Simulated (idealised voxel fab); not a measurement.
voxel tone inversion: a process module
Cross-section cut spans 175 nm and uses square cells 5 nm in size.
In what follows, cross-sections appear as grids of square cells, described through bands that run from the top down, where every band is one or more rows of cells.
Heads up on the band format: heights come first, top then bottom, in nm. After that it's the materials left to right, each with its width in nm. A single material flagged "everywhere" fills the whole band edge to edge, and "empty" means there's empty space there.
Note: height 0 marks the level under which the wafer is uniformly one material as received. Lowest band unbounded below, written "0..down".
Think of "30 to 40" as a width that walks from the first number to the second as you go down the band, top row to bottom row, taking equal-sized steps from row to row.
Where a step carries "changes: none", the cross-section came out of it unchanged, cell for cell.
"Sealed internal voids" contains a list of empty spaces, each no smaller than 8 cells and without an open way to the top, written in the form width x height at distance with the distance from the left edge and all three in nm.
Read whatever lies past the settings on a step's line as the simulator's own remark about the step.
"overlay nm" answers the question of how far to the right of plan the mask lay on a step that has a mask, and when it is negative the answer is to the left.
Reading key. Pairs: pre-step and post-step cross-section, one process step apart; post-step view only to lowest changed band. Step between + settings: beneath pair. Runs: pairs may be from different runs of this module, same starting wafer. Continuation from pair above: only where "Pre-process state" entry says.

# Pre-process state
0..down = Si everywhere
Sealed internal voids: none

# Post-Process Section
5..0 = SiCN everywhere
For the remainder of the cross-section, below 0, there is no change.
Sealed internal voids: none
Transition step, before and after shown above: CONFORMAL_DEP [material SiCN] [thk nm 5]

Pre-process state: nothing new to draw here, it's the after view of the pair just above.

# Post-Process Section
30..5 = aC everywhere
For the remainder of the cross-section, below 5, there is no change.
Sealed internal voids: none
Transition step, before and after shown above: DIRECTIONAL_DEP [material aC] [thk nm 25]

Pre-process state: nothing new to draw here, it's the after view of the pair just above.

# Post-Process Section
60..30 = empty (55), then resist (20), then empty (20), then resist (20), then empty (60)
For the remainder of the cross-section, below 30, there is no change.
Sealed internal voids: none
Transition step, before and after shown above: PATTERN [tone cover] [mask id POSTS] [material resist] [width nm 20] [pitch nm 40] [thk nm 30] [overlay nm 0]

Pre-process state: nothing new to draw here, it's the after view of the pair just above.

# Post-Process Section
35..30 = empty (55), then resist (20), then empty (20), then resist (20), then empty (60)
30..5 = empty (55), then aC (20), then empty (20), then aC (20), then empty (60)
For the remainder of the cross-section, below 5, there is no change.
Sealed internal voids: none
Transition step, before and after shown above: DIRECTIONAL_ETCH [etch materials aC] [depth nm 25]

Pre-process state: nothing new to draw here, it's the after view of the pair just above.

# Post-Process Section
30..5 = empty (55), then aC (20), then empty (20), then aC (20), then empty (60)
For the remainder of the cross-section, below 5, there is no change.
Sealed internal voids: none
Transition step, before and after shown above: STRIP [etch materials resist]

Pre-process state: nothing new to draw here, it's the after view of the pair just above.

# Post-Process Section
35..30 = lowk everywhere
30..5 = lowk (55), then aC (20), then lowk (20), then aC (20), then lowk (60)
For the remainder of the cross-section, below 5, there is no change.
Sealed internal voids: none
Transition step, before and after shown above: FILL_DEP [material lowk] [thk nm 5]

Pre-process state: nothing new to draw here, it's the after view of the pair just above.

# Post-Process Section
30..5 = lowk (55), then aC (20), then lowk (20), then aC (20), then lowk (60)
For the remainder of the cross-section, below 5, there is no change.
Sealed internal voids: none
Transition step, before and after shown above: CMP [height nm 30]

Pre-process state: nothing new to draw here, it's the after view of the pair just above.

# Post-Process Section
30..5 = lowk (55), then empty (20), then lowk (20), then empty (20), then lowk (60)
For the remainder of the cross-section, below 5, there is no change.
Sealed internal voids: none
Transition step, before and after shown above: STRIP [etch materials aC]

# Pre-process state
0..down = Si everywhere
Sealed internal voids: none

# Post-Process Section
25..0 = aC everywhere
For the remainder of the cross-section, below 0, there is no change.
Sealed internal voids: none
Transition step, before and after shown above: DIRECTIONAL_DEP [material aC] [thk nm 25]

Pre-process state: nothing new to draw here, it's the after view of the pair just above.

# Post-Process Section
55..25 = empty (55), then resist (20), then empty (20), then resist (20), then empty (60)
For the remainder of the cross-section, below 25, there is no change.
Sealed internal voids: none
Transition step, before and after shown above: PATTERN [tone cover] [mask id POSTS] [material resist] [width nm 20] [pitch nm 40] [thk nm 30] [overlay nm 0]

Pre-process state: nothing new to draw here, it's the after view of the pair just above.

# Post-Process Section
30..25 = empty (55), then resist (20), then empty (20), then resist (20), then empty (60)
25..0 = empty (55), then aC (20), then empty (20), then aC (20), then empty (60)
For the remainder of the cross-section, below 0, there is no change.
Sealed internal voids: none
Transition step, before and after shown above: DIRECTIONAL_ETCH [etch materials aC] [depth nm 25]

Pre-process state: nothing new to draw here, it's the after view of the pair just above.

# Post-Process Section
25..0 = empty (55), then aC (20), then empty (20), then aC (20), then empty (60)
For the remainder of the cross-section, below 0, there is no change.
Sealed internal voids: none
Transition step, before and after shown above: STRIP [etch materials resist]

Pre-process state: nothing new to draw here, it's the after view of the pair just above.

# Post-Process Section
30..25 = lowk everywhere
25..0 = lowk (55), then aC (20), then lowk (20), then aC (20), then lowk (60)
For the remainder of the cross-section, below 0, there is no change.
Sealed internal voids: none
Transition step, before and after shown above: FILL_DEP [material lowk] [thk nm 5]

# Pre-process state
25..0 = aC everywhere
0..down = Si everywhere
Sealed internal voids: none

# Post-Process Section
30..25 = SiCN everywhere
For the remainder of the cross-section, below 25, there is no change.
Sealed internal voids: none
Transition step, before and after shown above: CONFORMAL_DEP [material SiCN] [thk nm 5]

Pre-process state: nothing new to draw here, it's the after view of the pair just above.

# Post-Process Section
60..30 = empty (55), then resist (20), then empty (20), then resist (20), then empty (60)
For the remainder of the cross-section, below 30, there is no change.
Sealed internal voids: none
Transition step, before and after shown above: PATTERN [tone cover] [mask id POSTS] [material resist] [width nm 20] [pitch nm 40] [thk nm 30] [overlay nm 0]

Pre-process state: nothing new to draw here, it's the after view of the pair just above.

# Post-Process Section
35..30 = empty (55), then resist (20), then empty (20), then resist (20), then empty (60)
For the remainder of the cross-section, below 30, there is no change.
Sealed internal voids: none
Transition step, before and after shown above: DIRECTIONAL_ETCH [etch materials aC] [depth nm 25]

Pre-process state: nothing new to draw here, it's the after view of the pair just above.

# Post-Process Section
30..25 = SiCN everywhere
For the remainder of the cross-section, below 25, there is no change.
Sealed internal voids: none
Transition step, before and after shown above: STRIP [etch materials resist]

Pre-process state: nothing new to draw here, it's the after view of the pair just above.

# Post-Process Section
35..30 = lowk everywhere
For the remainder of the cross-section, below 30, there is no change.
Sealed internal voids: none
Transition step, before and after shown above: FILL_DEP [material lowk] [thk nm 5]

Pre-process state: nothing new to draw here, it's the after view of the pair just above.

# Post-Process Section
30..25 = SiCN everywhere
For the remainder of the cross-section, below 25, there is no change.
Sealed internal voids: none
Transition step, before and after shown above: CMP [height nm 30]

# Pre-process state
35..30 = lowk everywhere
30..5 = lowk (55), then aC (20), then lowk (20), then aC (20), then lowk (60)
5..0 = SiCN everywhere
0..down = Si everywhere
Sealed internal voids: none

# Post-Process Section
25..5 = lowk (55), then aC (20), then lowk (20), then aC (20), then lowk (60)
For the remainder of the cross-section, below 5, there is no change.
Sealed internal voids: none
Transition step, before and after shown above: CMP [height nm 25]

Pre-process state: nothing new to draw here, it's the after view of the pair just above.

# Post-Process Section
25..5 = lowk (55), then empty (20), then lowk (20), then empty (20), then lowk (60)
For the remainder of the cross-section, below 5, there is no change.
Sealed internal voids: none
Transition step, before and after shown above: STRIP [etch materials aC]

# Pre-process state
30..5 = aC everywhere
5..0 = SiCN everywhere
0..down = Si everywhere
Sealed internal voids: none

# Post-Process Section
60..30 = empty (55), then resist (25), then empty (15), then resist (25), then empty (55)
For the remainder of the cross-section, below 30, there is no change.
Sealed internal voids: none
Transition step, before and after shown above: PATTERN [tone cover] [mask id POSTS] [material resist] [width nm 25] [pitch nm 40] [thk nm 30] [overlay nm 0]

Pre-process state: nothing new to draw here, it's the after view of the pair just above.

# Post-Process Section
35..30 = empty (55), then resist (25), then empty (15), then resist (25), then empty (55)
30..5 = empty (55), then aC (25), then empty (15), then aC (25), then empty (55)
For the remainder of the cross-section, below 5, there is no change.
Sealed internal voids: none
Transition step, before and after shown above: DIRECTIONAL_ETCH [etch materials aC] [depth nm 25]

Pre-process state: nothing new to draw here, it's the after view of the pair just above.

# Post-Process Section
30..5 = empty (55), then aC (25), then empty (15), then aC (25), then empty (55)
For the remainder of the cross-section, below 5, there is no change.
Sealed internal voids: none
Transition step, before and after shown above: STRIP [etch materials resist]

Pre-process state: nothing new to draw here, it's the after view of the pair just above.

# Post-Process Section
35..30 = lowk everywhere
30..5 = lowk (55), then aC (25), then lowk (15), then aC (25), then lowk (55)
For the remainder of the cross-section, below 5, there is no change.
Sealed internal voids: none
Transition step, before and after shown above: FILL_DEP [material lowk] [thk nm 5]

Pre-process state: nothing new to draw here, it's the after view of the pair just above.

# Post-Process Section
30..5 = lowk (55), then aC (25), then lowk (15), then aC (25), then lowk (55)
For the remainder of the cross-section, below 5, there is no change.
Sealed internal voids: none
Transition step, before and after shown above: CMP [height nm 30]

Pre-process state: nothing new to draw here, it's the after view of the pair just above.

# Post-Process Section
30..5 = lowk (55), then empty (25), then lowk (15), then empty (25), then lowk (55)
For the remainder of the cross-section, below 5, there is no change.
Sealed internal voids: none
Transition step, before and after shown above: STRIP [etch materials aC]

# Pre-process state
30..5 = aC everywhere
5..0 = SiCN everywhere
0..down = Si everywhere
Sealed internal voids: none

# Post-Process Section
60..30 = empty (45), then resist (20), then empty (20), then resist (20), then empty (70)
For the remainder of the cross-section, below 30, there is no change.
Sealed internal voids: none
Transition step, before and after shown above: PATTERN [tone cover] [mask id POSTS] [material resist] [width nm 20] [pitch nm 40] [thk nm 30] [overlay nm -10]

Pre-process state: nothing new to draw here, it's the after view of the pair just above.

# Post-Process Section
35..30 = empty (45), then resist (20), then empty (20), then resist (20), then empty (70)
30..5 = empty (45), then aC (20), then empty (20), then aC (20), then empty (70)
For the remainder of the cross-section, below 5, there is no change.
Sealed internal voids: none
Transition step, before and after shown above: DIRECTIONAL_ETCH [etch materials aC] [depth nm 25]

Pre-process state: nothing new to draw here, it's the after view of the pair just above.

# Post-Process Section
30..5 = empty (45), then aC (20), then empty (20), then aC (20), then empty (70)
For the remainder of the cross-section, below 5, there is no change.
Sealed internal voids: none
Transition step, before and after shown above: STRIP [etch materials resist]

Pre-process state: nothing new to draw here, it's the after view of the pair just above.

# Post-Process Section
35..30 = lowk everywhere
30..5 = lowk (45), then aC (20), then lowk (20), then aC (20), then lowk (70)
For the remainder of the cross-section, below 5, there is no change.
Sealed internal voids: none
Transition step, before and after shown above: FILL_DEP [material lowk] [thk nm 5]

Pre-process state: nothing new to draw here, it's the after view of the pair just above.

# Post-Process Section
30..5 = lowk (45), then aC (20), then lowk (20), then aC (20), then lowk (70)
For the remainder of the cross-section, below 5, there is no change.
Sealed internal voids: none
Transition step, before and after shown above: CMP [height nm 30]

Pre-process state: nothing new to draw here, it's the after view of the pair just above.

# Post-Process Section
30..5 = lowk (45), then empty (20), then lowk (20), then empty (20), then lowk (70)
For the remainder of the cross-section, below 5, there is no change.
Sealed internal voids: none
Transition step, before and after shown above: STRIP [etch materials aC]

# Pre-process state
5..0 = SiCN everywhere
0..down = Si everywhere
Sealed internal voids: none

# Post-Process Section
30..0 = SiCN everywhere
For the remainder of the cross-section, below 0, there is no change.
Sealed internal voids: none
Transition step, before and after shown above: DIRECTIONAL_DEP [material SiCN] [thk nm 25]

Pre-process state: nothing new to draw here, it's the after view of the pair just above.

# Post-Process Section
60..30 = empty (55), then resist (20), then empty (20), then resist (20), then empty (60)
For the remainder of the cross-section, below 30, there is no change.
Sealed internal voids: none
Transition step, before and after shown above: PATTERN [tone cover] [mask id POSTS] [material resist] [width nm 20] [pitch nm 40] [thk nm 30] [overlay nm 0]

Pre-process state: nothing new to draw here, it's the after view of the pair just above.

# Post-Process Section
35..30 = empty (55), then resist (20), then empty (20), then resist (20), then empty (60)
For the remainder of the cross-section, below 30, there is no change.
Sealed internal voids: none
Transition step, before and after shown above: DIRECTIONAL_ETCH [etch materials aC] [depth nm 25]

Pre-process state: nothing new to draw here, it's the after view of the pair just above.

# Post-Process Section
30..0 = SiCN everywhere
For the remainder of the cross-section, below 0, there is no change.
Sealed internal voids: none
Transition step, before and after shown above: STRIP [etch materials resist]

Pre-process state: nothing new to draw here, it's the after view of the pair just above.

# Post-Process Section
35..30 = lowk everywhere
For the remainder of the cross-section, below 30, there is no change.
Sealed internal voids: none
Transition step, before and after shown above: FILL_DEP [material lowk] [thk nm 5]

Pre-process state: nothing new to draw here, it's the after view of the pair just above.

# Post-Process Section
30..0 = SiCN everywhere
For the remainder of the cross-section, below 0, there is no change.
Sealed internal voids: none
Transition step, before and after shown above: CMP [height nm 30]

# Pre-process state
30..5 = aC everywhere
5..0 = SiCN everywhere
0..down = Si everywhere
Sealed internal voids: none

# Post-Process Section
60..30 = resist (55), then empty (20), then resist (20), then empty (20), then resist (60)
For the remainder of the cross-section, below 30, there is no change.
Sealed internal voids: none
Transition step, before and after shown above: PATTERN [tone open] [mask id POSTS] [material resist] [width nm 20] [pitch nm 40] [thk nm 30] [overlay nm 0]

Pre-process state: nothing new to draw here, it's the after view of the pair just above.

# Post-Process Section
35..30 = resist (55), then empty (20), then resist (20), then empty (20), then resist (60)
30..5 = aC (55), then empty (20), then aC (20), then empty (20), then aC (60)
For the remainder of the cross-section, below 5, there is no change.
Sealed internal voids: none
Transition step, before and after shown above: DIRECTIONAL_ETCH [etch materials aC] [depth nm 25]

Pre-process state: nothing new to draw here, it's the after view of the pair just above.

# Post-Process Section
30..5 = aC (55), then empty (20), then aC (20), then empty (20), then aC (60)
For the remainder of the cross-section, below 5, there is no change.
Sealed internal voids: none
Transition step, before and after shown above: STRIP [etch materials resist]

Pre-process state: nothing new to draw here, it's the after view of the pair just above.

# Post-Process Section
35..30 = lowk everywhere
30..5 = aC (55), then lowk (20), then aC (20), then lowk (20), then aC (60)
For the remainder of the cross-section, below 5, there is no change.
Sealed internal voids: none
Transition step, before and after shown above: FILL_DEP [material lowk] [thk nm 5]

Pre-process state: nothing new to draw here, it's the after view of the pair just above.

# Post-Process Section
30..5 = aC (55), then lowk (20), then aC (20), then lowk (20), then aC (60)
For the remainder of the cross-section, below 5, there is no change.
Sealed internal voids: none
Transition step, before and after shown above: CMP [height nm 30]

Pre-process state: nothing new to draw here, it's the after view of the pair just above.

# Post-Process Section
30..5 = empty (55), then lowk (20), then empty (20), then lowk (20), then empty (60)
For the remainder of the cross-section, below 5, there is no change.
Sealed internal voids: none
Transition step, before and after shown above: STRIP [etch materials aC]
